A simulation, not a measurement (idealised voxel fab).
Process module heading - voxel wiring stack
The width of the displayed cross-section, cut, is 230 nm; its cells are square, with a size of 5 nm.
Cross-section spec: square-cell grid; bands listed top down; each band is one or more rows. Top, bottom (nm), then materials left to right with widths (nm); lone material tagged "all across" fills the whole band edge to edge; "air" = empty space. The level at which height equals 0 is the one under which the wafer, as it arrives, is entirely one material. No lower edge exists for the bottom band, which continues downward and is notated as in "from 0 down". Note: "30->40" means the width goes from the first number (top row of the band) to the second number (bottom row) in equal steps per row of cells. Where a step carries "no modification", the cross-section came out of it unchanged, cell for cell. Voids not open to the top, 8 cells minimum: see "Fully sealed voids". Written width x height at distance; distance is from the left edge; nm. The remark found on a step's line after its settings is issued by the simulator itself and pertains to that step. overlay nm: on a step with a mask, how far right of its planned place the mask lay; negative means left.

## Planned step list for the process
| 1 | RECEIVE [material Si] |
| 2 | CONFORMAL_DEP [material SiO2] [thk nm 15] |
| 3 | DIRECTIONAL_DEP [material TiN] [thk nm 5] |
| 4 | DIRECTIONAL_DEP [material W] [thk nm 25] |
| 5 | DIRECTIONAL_DEP [material aC] [thk nm 15] |
| 6 | PATTERN [tone cover] [mask id METAL_1] [material resist] [width nm 25] [pitch nm 40] [thk nm 30] [overlay nm 0] |
| 7 | DIRECTIONAL_ETCH [etch materials aC] [depth nm 15] |
| 8 | STRIP [etch materials resist] |
| 9 | DIRECTIONAL_ETCH [etch materials W] [depth nm 25] |
| 10 | DIRECTIONAL_ETCH [etch materials TiN] [depth nm 5] |
| 11 | STRIP [etch materials aC] |
| 12 | FILL_DEP [material lowk] [thk nm 5] |
| 13 | CMP [height nm 45] |
| 14 | CONFORMAL_DEP [material SiCN] [thk nm 5] |
| 15 | DIRECTIONAL_DEP [material SiO2] [thk nm 15] |
| 16 | DIRECTIONAL_DEP [material aC] [thk nm 10] |
| 17 | PATTERN [tone open] [mask id PLUG_1] [material resist] [width nm 15] [pitch nm 80] [thk nm 25] [overlay nm 0] |
| 18 | DIRECTIONAL_ETCH [etch materials aC] [depth nm 10] |
| 19 | STRIP [etch materials resist] |
| 20 | DIRECTIONAL_ETCH [etch materials SiO2] [depth nm 15] |
| 21 | DIRECTIONAL_ETCH [etch materials SiCN] [depth nm 5] |
| 22 | STRIP [etch materials aC] |
| 23 | EPI [material Ru] [thk nm 10] |
| 24 | EPI [material Ru] [thk nm 10] |
| 25 | DIRECTIONAL_DEP [material TiN] [thk nm 5] |
| 26 | DIRECTIONAL_DEP [material W] [thk nm 15] |
| 27 | MASKED_ETCH [tone cover] [mask id METAL_2] [width nm 25] [pitch nm 40] [etch materials W] [depth nm 15] [overlay nm 0] |
| 28 | MASKED_ETCH [tone cover] [mask id METAL_2] [width nm 25] [pitch nm 40] [etch materials TiN] [depth nm 5] [overlay nm 0] |
| 29 | CONFORMAL_DEP [material SiN] [thk nm 5] |
| 30 | FILL_DEP [material SiO2] [thk nm 5] |
| 31 | CMP [height nm 85] |
| 32 | CONFORMAL_DEP [material SiCN] [thk nm 5] |
| 33 | DIRECTIONAL_DEP [material lowk] [thk nm 25] |
| 34 | DIRECTIONAL_DEP [material aC] [thk nm 15] |
| 35 | PATTERN [tone open] [mask id METAL_3_HOLES] [material resist] [width nm 15] [pitch nm 40] [thk nm 35] [overlay nm 0] |
| 36 | DIRECTIONAL_ETCH [etch materials aC] [depth nm 15] |
| 37 | STRIP [etch materials resist] |
| 38 | DIRECTIONAL_ETCH [etch materials lowk] [depth nm 25] |
| 39 | STRIP [etch materials aC] |
| 40 | DIRECTIONAL_DEP [material aC] [thk nm 10] |
| 41 | PATTERN [tone open] [mask id METAL_3] [material resist] [width nm 25] [pitch nm 40] [thk nm 25] [overlay nm 0] |
| 42 | DIRECTIONAL_ETCH [etch materials aC] [depth nm 10] |
| 43 | STRIP [etch materials resist] |
| 44 | DIRECTIONAL_ETCH [etch materials lowk] [depth nm 15] |
| 45 | DIRECTIONAL_ETCH [etch materials SiCN] [depth nm 5] |
| 46 | STRIP [etch materials aC] |
| 47 | CONFORMAL_DEP [material TiN] [thk nm 5] |
| 48 | FILL_DEP [material Ru] [thk nm 5] |
| 49 | CMP [height nm 115] |
| 50 | CONFORMAL_DEP [material SiCN] [thk nm 5] |
| 51 | DIRECTIONAL_DEP [material lowk] [thk nm 15] |
| 52 | PATTERN [tone open] [mask id PLUG_3] [material resist] [width nm 15] [pitch nm 80] [thk nm 15] [overlay nm 0] |
| 53 | DIRECTIONAL_ETCH [etch materials lowk] [depth nm 15] |
| 54 | DIRECTIONAL_ETCH [etch materials SiCN] [depth nm 5] |
| 55 | STRIP [etch materials resist] |
| 56 | CONFORMAL_DEP [material TiN] [thk nm 5] |
| 57 | FILL_DEP [material W] [thk nm 5] |
| 58 | CMP [height nm 135] |
| 59 | DIRECTIONAL_DEP [material TiN] [thk nm 5] |
| 60 | DIRECTIONAL_DEP [material W] [thk nm 15] |
| 61 | PATTERN [tone cover] [mask id METAL_4] [material resist] [width nm 25] [pitch nm 40] [thk nm 15] [overlay nm 0] |
| 62 | DIRECTIONAL_ETCH [etch materials W] [depth nm 15] |
| 63 | DIRECTIONAL_ETCH [etch materials TiN] [depth nm 5] |
| 64 | STRIP [etch materials resist] |
| 65 | FILL_DEP [material lowk] [thk nm 10] |
| 66 | CMP [height nm 155] |
| 67 | CONFORMAL_DEP [material SiCN] [thk nm 5] |

## as received, after step 1
    from 0 down  Si all across
    Fully sealed voids: none

## Final wafer profile in cross-section after the module, from the same start and plan as above, with one mistake made during processing
    from 160 to 155  SiCN all across
    from 155 to 140  lowk 40, W 25, lowk 15, W 25, lowk 15, W 25, lowk 15, W 25, lowk 45
    from 140 to 135  lowk 40, TiN 25, lowk 15, TiN 25, lowk 15, TiN 25, lowk 15, TiN 25, lowk 45
    from 135 to 120  lowk 40, TiN 5, W 5, TiN 5, lowk 65, TiN 5, W 5, TiN 5, lowk 95
    from 120 to 115  SiCN 40, TiN 15, SiCN 65, TiN 15, SiCN 95
    from 115 to 105  lowk 40, TiN 5, Ru 15, TiN 5, lowk 15, TiN 5, Ru 15, TiN 5, lowk 15, TiN 5, Ru 15, TiN 5, lowk 15, TiN 5, Ru 15, TiN 5, lowk 45
    from 105 to 100  lowk 40, TiN 5, Ru 5, TiN 15, lowk 15, TiN 5, Ru 5, TiN 15, lowk 15, TiN 5, Ru 5, TiN 15, lowk 15, TiN 5, Ru 5, TiN 15, lowk 45
    from 100 to 90  lowk 40, TiN 5, Ru 5, TiN 5, lowk 25, TiN 5, Ru 5, TiN 5, lowk 25, TiN 5, Ru 5, TiN 5, lowk 25, TiN 5, Ru 5, TiN 5, lowk 55
    from 90 to 85  SiCN 40, TiN 15, SiCN 25, TiN 15, SiCN 25, TiN 15, SiCN 25, TiN 15, SiCN 55
    from 85 to 80  SiN 40, W 15, TiN 10, SiN 15, TiN 25, SiN 15, W 15, TiN 10, SiN 15, TiN 25, SiN 45
    from 80 to 70  SiO2 40, W 15, SiO2 65, W 15, SiO2 95
    from 70 to 65  SiO2 40, TiN 15, SiO2 65, TiN 15, SiO2 95
    from 65 to 50  SiO2 all across
    from 50 to 45  SiCN all across
    from 45 to 20  lowk 40, W 25, lowk 15, W 25, lowk 15, W 25, lowk 15, W 25, lowk 45
    from 20 to 15  lowk 40, TiN 25, lowk 15, TiN 25, lowk 15, TiN 25, lowk 15, TiN 25, lowk 45
    from 15 to 0  SiO2 all across
    from 0 down  Si all across
    Fully sealed voids: none
Here's what went sideways: execution of plan step 15 occurred twice
